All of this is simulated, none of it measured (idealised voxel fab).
This section sets out a process module, namely voxel wiring stack.
Each square cell in cross-section cut measures 5 nm, and the section as a whole is 270 nm wide.
We lay out every cross-section as a grid of square cells and spell it out in bands from the top down, where one band means one or more rows of cells. The band entry comprises the height of the band's top followed by the height of its bottom, expressed in nm, and subsequently the band's materials from left to right, each stated together with its width in nm. Where a single material is marked with the word "full width", that material fills the band from edge to edge. The word "empty" represents empty space. Below 0: as-received wafer, all one material; heights counted from there. Lowest band: no bottom, goes on down, written "from 0 down". A width given as "30 to 40" starts at the first number in the band's top row and ends at the second number in its bottom row, shifting by an equal amount at every step from row to row. When a step is marked "no alterations made", none of the cells in the cross-section changed during that step. Enclosed voids (no open way to top), threshold 8 cells or more, entry "Enclosed voids", notation width x height at distance, distance from left edge, nm. On a step's line, text after the settings is the simulator commenting on that step. "overlay nm" denotes, for a step that has a mask, the displacement of the mask to the right of its planned place, with negative values corresponding to the left.

Process steps - plan:
1) RECEIVE | material Si
2) CONFORMAL_DEP | material SiO2 | thk nm 15
3) CONFORMAL_DEP | material SiCN | thk nm 5
4) DIRECTIONAL_DEP | material SiO2 | thk nm 20
5) PATTERN | tone open | mask id METAL_1 | material resist | width nm 25 | pitch nm 45 | thk nm 20 | overlay nm 0
6) DIRECTIONAL_ETCH | etch materials SiO2 | depth nm 20
7) DIRECTIONAL_ETCH | etch materials SiCN | depth nm 5
8) STRIP | etch materials resist
9) CONFORMAL_DEP | material TiN | thk nm 5
10) FILL_DEP | material Ru | thk nm 5
11) CMP | height nm 40
12) CONFORMAL_DEP | material SiCN | thk nm 5
13) DIRECTIONAL_DEP | material SiO2 | thk nm 10
14) PATTERN | tone open | mask id PLUG_1 | material resist | width nm 15 | pitch nm 45 | thk nm 20 | overlay nm 0
15) DIRECTIONAL_ETCH | etch materials SiO2 | depth nm 10
16) DIRECTIONAL_ETCH | etch materials SiCN | depth nm 5
17) STRIP | etch materials resist
18) EPI | material Ru | thk nm 10
19) EPI | material Ru | thk nm 5
20) CONFORMAL_DEP | material SiN | thk nm 5
21) DIRECTIONAL_DEP | material lowk | thk nm 20
22) PATTERN | tone open | mask id METAL_2 | material resist | width nm 25 | pitch nm 45 | thk nm 20 | overlay nm 0
23) DIRECTIONAL_ETCH | etch materials lowk | depth nm 20
24) DIRECTIONAL_ETCH | etch materials SiN | depth nm 5
25) STRIP | etch materials resist
26) CONFORMAL_DEP | material TiN | thk nm 5
27) FILL_DEP | material Cu | thk nm 5
28) CMP | height nm 80
29) CONFORMAL_DEP | material SiCN | thk nm 5
30) DIRECTIONAL_DEP | material lowk | thk nm 30
31) MASKED_ETCH | tone open | mask id METAL_3_HOLES | width nm 15 | pitch nm 90 | etch materials lowk | depth nm 30 | overlay nm 0
32) DIRECTIONAL_DEP | material aC | thk nm 10
33) PATTERN | tone open | mask id METAL_3 | material resist | width nm 25 | pitch nm 45 | thk nm 25 | overlay nm 0
34) DIRECTIONAL_ETCH | etch materials aC | depth nm 10
35) STRIP | etch materials resist
36) DIRECTIONAL_ETCH | etch materials lowk | depth nm 15
37) DIRECTIONAL_ETCH | etch materials SiCN | depth nm 5
38) STRIP | etch materials aC
39) CONFORMAL_DEP | material TiN | thk nm 5
40) FILL_DEP | material Cu | thk nm 10
41) CMP | height nm 115
42) CONFORMAL_DEP | material SiN | thk nm 5

Cross-section: wafer on arrival = after step 1:
* from 0 down = Si full width
* Enclosed voids: none

The first of two wafers, cross-sectioned at the end of the module, with the run proceeding as planned:
* from 120 to 115 = SiN full width
* from 115 to 105 = 55 lowk, then 5 TiN, then 15 Cu, then 5 TiN, then 20 lowk, then 5 TiN, then 15 Cu, then 5 TiN, then 20 lowk, then 5 TiN, then 15 Cu, then 5 TiN, then 20 lowk, then 5 TiN, then 15 Cu, then 5 TiN, then 55 lowk
* from 105 to 100 = 55 lowk, then 5 TiN, then 5 Cu, then 15 TiN, then 20 lowk, then 25 TiN, then 20 lowk, then 5 TiN, then 5 Cu, then 15 TiN, then 20 lowk, then 25 TiN, then 55 lowk
* from 100 to 85 = 55 lowk, then 5 TiN, then 5 Cu, then 5 TiN, then 75 lowk, then 5 TiN, then 5 Cu, then 5 TiN, then 110 lowk
* from 85 to 80 = 55 SiCN, then 15 TiN, then 75 SiCN, then 15 TiN, then 110 SiCN
* from 80 to 60 = 55 lowk, then 5 TiN, then 15 Cu, then 5 TiN, then 20 lowk, then 5 TiN, then 15 Cu, then 5 TiN, then 20 lowk, then 5 TiN, then 15 Cu, then 5 TiN, then 20 lowk, then 5 TiN, then 15 Cu, then 5 TiN, then 55 lowk
* from 60 to 55 = 55 SiN, then 25 TiN, then 20 SiN, then 25 TiN, then 20 SiN, then 25 TiN, then 20 SiN, then 25 TiN, then 55 SiN
* from 55 to 45 = 55 SiO2, then 15 Ru, then 30 SiO2, then 15 Ru, then 30 SiO2, then 15 Ru, then 30 SiO2, then 15 Ru, then 65 SiO2
* from 45 to 40 = 55 SiCN, then 15 Ru, then 30 SiCN, then 15 Ru, then 30 SiCN, then 15 Ru, then 30 SiCN, then 15 Ru, then 65 SiCN
* from 40 to 20 = 55 SiO2, then 5 TiN, then 15 Ru, then 5 TiN, then 20 SiO2, then 5 TiN, then 15 Ru, then 5 TiN, then 20 SiO2, then 5 TiN, then 15 Ru, then 5 TiN, then 20 SiO2, then 5 TiN, then 15 Ru, then 5 TiN, then 55 SiO2
* from 20 to 15 = 55 SiCN, then 25 TiN, then 20 SiCN, then 25 TiN, then 20 SiCN, then 25 TiN, then 20 SiCN, then 25 TiN, then 55 SiCN
* from 15 to 0 = SiO2 full width
* from 0 down = Si full width
* Enclosed voids: none

Cross-sectional image of the second wafer of the two following completion of the module. Starting state and process plan were the same as for the first wafer; one execution error occurred:
* from 120 to 115 = SiN full width
* from 115 to 105 = 55 lowk, then 5 TiN, then 15 Cu, then 5 TiN, then 20 lowk, then 5 TiN, then 15 Cu, then 5 TiN, then 20 lowk, then 5 TiN, then 15 Cu, then 5 TiN, then 20 lowk, then 5 TiN, then 15 Cu, then 5 TiN, then 55 lowk
* from 105 to 100 = 55 lowk, then 5 TiN, then 5 Cu, then 15 TiN, then 20 lowk, then 25 TiN, then 20 lowk, then 5 TiN, then 5 Cu, then 15 TiN, then 20 lowk, then 25 TiN, then 55 lowk
* from 100 to 85 = 55 lowk, then 5 TiN, then 5 Cu, then 5 TiN, then 75 lowk, then 5 TiN, then 5 Cu, then 5 TiN, then 110 lowk
* from 85 to 80 = 55 SiCN, then 15 TiN, then 75 SiCN, then 15 TiN, then 110 SiCN
* from 80 to 60 = 60 lowk, then 5 TiN, then 10 Cu, then 5 TiN, then 25 lowk, then 5 TiN, then 10 Cu, then 5 TiN, then 25 lowk, then 5 TiN, then 10 Cu, then 5 TiN, then 25 lowk, then 5 TiN, then 10 Cu, then 5 TiN, then 55 lowk
* from 60 to 55 = 60 SiN, then 20 TiN, then 25 SiN, then 20 TiN, then 25 SiN, then 20 TiN, then 25 SiN, then 20 TiN, then 55 SiN
* from 55 to 45 = 55 SiO2, then 15 Ru, then 30 SiO2, then 15 Ru, then 30 SiO2, then 15 Ru, then 30 SiO2, then 15 Ru, then 65 SiO2
* from 45 to 40 = 55 SiCN, then 15 Ru, then 30 SiCN, then 15 Ru, then 30 SiCN, then 15 Ru, then 30 SiCN, then 15 Ru, then 65 SiCN
* from 40 to 20 = 55 SiO2, then 5 TiN, then 15 Ru, then 5 TiN, then 20 SiO2, then 5 TiN, then 15 Ru, then 5 TiN, then 20 SiO2, then 5 TiN, then 15 Ru, then 5 TiN, then 20 SiO2, then 5 TiN, then 15 Ru, then 5 TiN, then 55 SiO2
* from 20 to 15 = 55 SiCN, then 25 TiN, then 20 SiCN, then 25 TiN, then 20 SiCN, then 25 TiN, then 20 SiCN, then 25 TiN, then 55 SiCN
* from 15 to 0 = SiO2 full width
* from 0 down = Si full width
* Enclosed voids: none
Here's what went sideways: step 22: run off-plan, actual operation and settings PATTERN | tone open | mask id METAL_2 | material resist | width nm 20 | pitch nm 45 | thk nm 20 | overlay nm 0
Final comparison by cell count, materials where the second wafer has more or fewer than the first: -16 Cu, +4 SiN, -4 TiN, +16 lowk
